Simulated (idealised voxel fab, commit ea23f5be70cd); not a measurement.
Name of the process module below: voxel air gaps
This is section cut - it's 275 nm across, gridded in 5 nm square cells.
How to read a cross-section here: the picture is a grid of square cells, written as bands going from the top down, and any band can span one or more rows of cells.
In this notation a band is specified by the heights of its top and bottom, in that order and in nm, after which its materials appear from left to right, each paired with its width in nm. The word "full width" attached to a single material means that material fills the band from edge to edge; the word "blank" stands for empty space.
Zero point of the height axis is 0; under it, received wafer = one material. Lowest band: continues down indefinitely, "0 and below".
The width entry "30->40" should be interpreted row by row: the top row of cells in the band takes the first number, the bottom row takes the second number, and the change between adjacent rows is uniform throughout.
"nothing was modified" -> step changed no cross-section cell.
"Fully sealed cavities" contains a list of empty spaces, each no smaller than 8 cells and without an open way to the top, written in the form width x height at distance with the distance from the left edge and all three in nm.
Read whatever lies past the settings on a step's line as the simulator's own remark about the step.
Regarding "overlay nm": on a step with a mask, it is the distance the mask lay to the right of its planned place; a negative value places it to the left.

**The process steps that were planned are listed below**
1) RECEIVE | material Si
2) CONFORMAL_DEP | material SiO2 | thk nm 10
3) CONFORMAL_DEP | material SiCN | thk nm 5
4) DIRECTIONAL_DEP | material SiO2 | thk nm 35
5) MASKED_ETCH | tone open | mask id LINES | width nm 20 | pitch nm 45 | etch materials SiO2 | depth nm 35 | overlay nm 0
6) CONFORMAL_DEP | material TiN | thk nm 5
7) FILL_DEP | material Ru | thk nm 5
8) CMP | height nm 50
9) EPI | material Ru | thk nm 10
10) SELECTIVE_ETCH | etch materials SiO2 | depth nm 45
11) CONFORMAL_DEP | material SiCN | thk nm 5

**The first of the two wafers, which ran as planned**

**As-received wafer cross-section (after step 1)**
> 0 and below | Si full width
> Fully sealed cavities: none

**The wafer in cross-section once step 2 is complete**
> 10 down to 0 | SiO2 full width
> Under 0: no change, same as before.

**The wafer in cross-section once step 3 is complete**
> 15 down to 10 | SiCN full width
> Under 10: no change, same as before.

**The wafer in cross-section once step 4 is complete**
> 50 down to 15 | SiO2 full width
> Under 15: no change, same as before.

**The wafer in cross-section once step 5 is complete**
> 50 down to 15 | SiO2: 80, blank: 20, SiO2: 25, blank: 20, SiO2: 25, blank: 20, SiO2: 85
> Under 15: no change, same as before.

**The wafer in cross-section once step 6 is complete**
> 55 down to 50 | TiN: 85, blank: 10, TiN: 35, blank: 10, TiN: 35, blank: 10, TiN: 90
> 50 down to 20 | SiO2: 80, TiN: 5, blank: 10, TiN: 5, SiO2: 25, TiN: 5, blank: 10, TiN: 5, SiO2: 25, TiN: 5, blank: 10, TiN: 5, SiO2: 85
> 20 down to 15 | SiO2: 80, TiN: 20, SiO2: 25, TiN: 20, SiO2: 25, TiN: 20, SiO2: 85
> Under 15: no change, same as before.

**The wafer in cross-section once step 7 is complete**
> 60 down to 55 | Ru full width
> 55 down to 50 | TiN: 85, Ru: 10, TiN: 35, Ru: 10, TiN: 35, Ru: 10, TiN: 90
> 50 down to 20 | SiO2: 80, TiN: 5, Ru: 10, TiN: 5, SiO2: 25, TiN: 5, Ru: 10, TiN: 5, SiO2: 25, TiN: 5, Ru: 10, TiN: 5, SiO2: 85
> Under 20: no change, same as before.

**The wafer in cross-section once step 8 is complete**
> 50 down to 20 | SiO2: 80, TiN: 5, Ru: 10, TiN: 5, SiO2: 25, TiN: 5, Ru: 10, TiN: 5, SiO2: 25, TiN: 5, Ru: 10, TiN: 5, SiO2: 85
> Under 20: no change, same as before.

**The wafer in cross-section once step 9 is complete**
> 60 down to 50 | blank: 70, Ru: 40, blank: 5, Ru: 40, blank: 5, Ru: 40, blank: 75
> Under 50: no change, same as before.

**The wafer in cross-section once step 10 is complete**
> 60 down to 50 | blank: 70, Ru: 40, blank: 5, Ru: 40, blank: 5, Ru: 40, blank: 75
> 50 down to 20 | blank: 80, TiN: 5, Ru: 10, TiN: 5, blank: 25, TiN: 5, Ru: 10, TiN: 5, blank: 25, TiN: 5, Ru: 10, TiN: 5, blank: 85
> 20 down to 15 | blank: 80, TiN: 20, blank: 25, TiN: 20, blank: 25, TiN: 20, blank: 85
> Under 15: no change, same as before.

**The wafer in cross-section once step 11 is complete**
> 65 down to 60 | blank: 65, SiCN: 140, blank: 70
> 60 down to 50 | blank: 65, SiCN: 5, Ru: 40, SiCN: 5, Ru: 40, SiCN: 5, Ru: 40, SiCN: 5, blank: 70
> 50 down to 45 | blank: 65, SiCN: 15, TiN: 5, Ru: 10, TiN: 5, SiCN: 25, TiN: 5, Ru: 10, TiN: 5, SiCN: 25, TiN: 5, Ru: 10, TiN: 5, SiCN: 15, blank: 70
> 45 down to 20 | blank: 75, SiCN: 5, TiN: 5, Ru: 10, TiN: 5, SiCN: 5, blank: 15, SiCN: 5, TiN: 5, Ru: 10, TiN: 5, SiCN: 5, blank: 15, SiCN: 5, TiN: 5, Ru: 10, TiN: 5, SiCN: 5, blank: 80
> 20 down to 15 | SiCN: 80, TiN: 20, SiCN: 25, TiN: 20, SiCN: 25, TiN: 20, SiCN: 85
> Under 15: no change, same as before.
> Fully sealed cavities: 15 x 25 at 105; 15 x 25 at 150

**For the second wafer, take the first wafer's start and plan, then add one mistake made in running it; everything through step 2, that step included, is shared with the first**

At the planned end of step 3, the second wafer in cross-section: nothing was modified

**At the planned end of step 4, the second wafer in cross-section**
> 45 down to 0 | SiO2 full width
> Under 0: no change, same as before.

**At the planned end of step 5, the second wafer in cross-section**
> 45 down to 10 | SiO2: 80, blank: 20, SiO2: 25, blank: 20, SiO2: 25, blank: 20, SiO2: 85
> Under 10: no change, same as before.

**At the planned end of step 6, the second wafer in cross-section**
> 50 down to 45 | TiN: 85, blank: 10, TiN: 35, blank: 10, TiN: 35, blank: 10, TiN: 90
> 45 down to 15 | SiO2: 80, TiN: 5, blank: 10, TiN: 5, SiO2: 25, TiN: 5, blank: 10, TiN: 5, SiO2: 25, TiN: 5, blank: 10, TiN: 5, SiO2: 85
> 15 down to 10 | SiO2: 80, TiN: 20, SiO2: 25, TiN: 20, SiO2: 25, TiN: 20, SiO2: 85
> Under 10: no change, same as before.

**At the planned end of step 7, the second wafer in cross-section**
> 55 down to 50 | Ru full width
> 50 down to 45 | TiN: 85, Ru: 10, TiN: 35, Ru: 10, TiN: 35, Ru: 10, TiN: 90
> 45 down to 15 | SiO2: 80, TiN: 5, Ru: 10, TiN: 5, SiO2: 25, TiN: 5, Ru: 10, TiN: 5, SiO2: 25, TiN: 5, Ru: 10, TiN: 5, SiO2: 85
> Under 15: no change, same as before.

**At the planned end of step 8, the second wafer in cross-section**
> 50 down to 45 | TiN: 85, Ru: 10, TiN: 35, Ru: 10, TiN: 35, Ru: 10, TiN: 90
> Under 45: no change, same as before.

**At the planned end of step 9, the second wafer in cross-section**
> 60 down to 50 | Ru full width
> Under 50: no change, same as before.

At the planned end of step 10, the second wafer in cross-section: nothing was modified

**At the planned end of step 11, the second wafer in cross-section**
> 65 down to 60 | SiCN full width
> Under 60: no change, same as before.
Here's what went sideways: step 3 of the plan never got run, it was skipped over
End of process, cell counts, second wafer against first, materials with more or fewer: +68 Ru; -125 SiCN; +301 SiO2; +49 TiN
Ultimately, the number of closed voids is 2 in the first wafer and 0 in the second wafer.
